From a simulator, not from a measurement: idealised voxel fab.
process module | voxel double patterning
cross-section cut | 205 nm wide | cells 5 nm
A cross-section is a grid of square cells, given in bands from the top down. A band is one or more rows of cells.
Each band's line starts with the height of the band's top and of its bottom, in nm. Then come its materials from left to right, each with its width in nm. One material with "throughout" fills the band from edge to edge. "air" is empty space.
Height 0 is the level under which the wafer as received is all one material. The lowest band goes on downwards, as in "0 down".
A width such as "30 to 40" changes by the same amount from each row of cells to the next, from the band's top row to its bottom row.
"no change" after a step means that no cell of the cross-section changed.
closed voids: empty space of 8 cells or more with no open way to the top, each as width x height at its distance from the left edge, in nm
after a step's settings: what the simulator itself notes on the step
overlay nm, on a step with a mask: how far to the right of its planned place the mask lay; to the left if negative
plan
1 op RECEIVE | material Si
2 op CONFORMAL_DEP | material SiO2 | thk nm 10
3 op DIRECTIONAL_DEP | material TiN | thk nm 15
4 op DIRECTIONAL_DEP | material SiCN | thk nm 10
5 op MASKED_ETCH | tone open | mask id FIRST | width nm 15 | pitch nm 50 | etch materials SiCN | depth nm 10 | overlay nm 0
6 op MASKED_ETCH | tone open | mask id SECOND | width nm 15 | etch materials SiCN | depth nm 10 | overlay nm 0
7 op DIRECTIONAL_ETCH | etch materials TiN | depth nm 15
8 op STRIP | etch materials SiCN
varied across the wafers: width nm of step 6. The plan shows the first wafer's value. All wafers start alike
first wafer as received, after step 1
  0 down: Si throughout
  closed voids: none
each wafer at the end: cells of each material gained (+) or lost (-) since it was received, then its closed voids
width nm 15 | +82 SiO2 | +96 TiN | closed voids: none
width nm 20 | +82 SiO2 | +93 TiN | closed voids: none
width nm 25 | +82 SiO2 | +90 TiN | closed voids: none
width nm 30 | +82 SiO2 | +87 TiN | closed voids: none
